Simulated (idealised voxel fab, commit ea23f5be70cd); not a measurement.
The document below concerns the process module designated voxel released beams.
Square cells of 5 nm make up the cross-section cut, whose width is 160 nm.
Cross-section = grid of square cells, listed top down in bands; band = one or more rows. Heights first: top, then bottom, in nm. Then materials, left to right, each with a width in nm. "edge to edge" on a single material: fills the band edge to edge. "empty": empty space. The reference from which all heights are counted is 0, the level beneath which the as-received wafer is entirely one material; the lowest band, having no lower bound, proceeds downward and is written after the example "0 -> down". The two numbers in a width such as "30 to 40" mark its ends across the band: the first belongs to the top row of cells, the second to the bottom row, and from each row to the next the width moves by the same amount. A step reported as "nothing was modified" is a step in which no cell of the cross-section changed. You'll see "Enclosed cavity list" listing empty spaces that have no way open to the top, as long as they're 8 cells or more; the notation is width x height at distance, where the distance is from the left edge, and all of it is in nm. Whatever follows a step's settings on its line is a remark the simulator itself makes about that step. "overlay nm" on a masked step: distance the mask lay right of its planned place, negative for left.

## List of planned process steps
1: RECEIVE, material Si
2: CONFORMAL_DEP, material SiN, thk nm 10
3: DIRECTIONAL_DEP, material SiO2, thk nm 15
4: PATTERN, tone open, mask id ANCHOR, material resist, width nm 40, thk nm 20, overlay nm 0
5: DIRECTIONAL_ETCH, etch materials SiO2, depth nm 15
6: STRIP, etch materials resist
7: CONFORMAL_DEP, material TiN, thk nm 15
8: PATTERN, tone cover, mask id BEAM, material resist, width nm 90, thk nm 15, overlay nm 0
9: DIRECTIONAL_ETCH, etch materials TiN, depth nm 15
10: STRIP, etch materials resist
11: STRIP, etch materials SiO2

## First of two wafers: run as planned

## Cross-section of the wafer at receipt, which is the condition after step 1
> 0 -> down  Si edge to edge
> Enclosed cavity list: none

## Take a look at the wafer's cross-section after step 2
> 10 -> 0  SiN edge to edge
> Unchanged below 0.

## Take a look at the wafer's cross-section after step 3
> 25 -> 10  SiO2 edge to edge
> Unchanged below 10.

## Take a look at the wafer's cross-section after step 4
> 45 -> 25  resist (35) | empty (40) | resist (85)
> Unchanged below 25.

## Take a look at the wafer's cross-section after step 5
> 45 -> 25  resist (35) | empty (40) | resist (85)
> 25 -> 10  SiO2 (35) | empty (40) | SiO2 (85)
> Unchanged below 10.

## Take a look at the wafer's cross-section after step 6
> 25 -> 10  SiO2 (35) | empty (40) | SiO2 (85)
> Unchanged below 10.

## Take a look at the wafer's cross-section after step 7
> 40 -> 25  TiN (50) | empty (10) | TiN (100)
> 25 -> 10  SiO2 (35) | TiN (40) | SiO2 (85)
> Unchanged below 10.

## Take a look at the wafer's cross-section after step 8
> 55 -> 40  empty (30) | resist (90) | empty (40)
> 40 -> 25  TiN (50) | resist (10) | TiN (100)
> Unchanged below 25.

## Take a look at the wafer's cross-section after step 9
> 55 -> 40  empty (30) | resist (90) | empty (40)
> 40 -> 25  empty (30) | TiN (20) | resist (10) | TiN (60) | empty (40)
> Unchanged below 25.

## Take a look at the wafer's cross-section after step 10
> 40 -> 25  empty (30) | TiN (20) | empty (10) | TiN (60) | empty (40)
> Unchanged below 25.

## Take a look at the wafer's cross-section after step 11
> 40 -> 25  empty (30) | TiN (20) | empty (10) | TiN (60) | empty (40)
> 25 -> 10  empty (35) | TiN (40) | empty (85)
> Unchanged below 10.

## Second wafer, same starting conditions and recipe as the first, one mistake in executing it, nothing differs from the first up to and including step 3

## Cross-section of the second wafer when, according to plan, step 4 should have finished
> 45 -> 25  empty (35) | resist (40) | empty (85)
> Unchanged below 25.

## Cross-section of the second wafer when, according to plan, step 5 should have finished
> 45 -> 25  empty (35) | resist (40) | empty (85)
> 25 -> 10  empty (35) | SiO2 (40) | empty (85)
> Unchanged below 10.

## Cross-section of the second wafer when, according to plan, step 6 should have finished
> 25 -> 10  empty (35) | SiO2 (40) | empty (85)
> Unchanged below 10.

## Cross-section of the second wafer when, according to plan, step 7 should have finished
> 40 -> 25  empty (20) | TiN (70) | empty (70)
> 25 -> 10  TiN (35) | SiO2 (40) | TiN (85)
> Unchanged below 10.

## Cross-section of the second wafer when, according to plan, step 8 should have finished
> 55 -> 40  empty (30) | resist (90) | empty (40)
> 40 -> 25  empty (20) | TiN (70) | resist (30) | empty (40)
> Unchanged below 25.

## Cross-section of the second wafer when, according to plan, step 9 should have finished
> 55 -> 40  empty (30) | resist (90) | empty (40)
> 40 -> 25  empty (30) | TiN (60) | resist (30) | empty (40)
> 25 -> 10  empty (20) | TiN (15) | SiO2 (40) | TiN (45) | empty (40)
> Unchanged below 10.

## Cross-section of the second wafer when, according to plan, step 10 should have finished
> 40 -> 25  empty (30) | TiN (60) | empty (70)
> Unchanged below 25.

Cross-section of the second wafer when, according to plan, step 11 should have finished: nothing was modified
Which mistake was made when the wafer was run? step 4 did not happen as planned, as run it was PATTERN, tone cover, mask id ANCHOR, material resist, width nm 40, thk nm 20, overlay nm 0
At the finish, the second wafer shows more or fewer cells for some materials than the first does: +24 SiO2
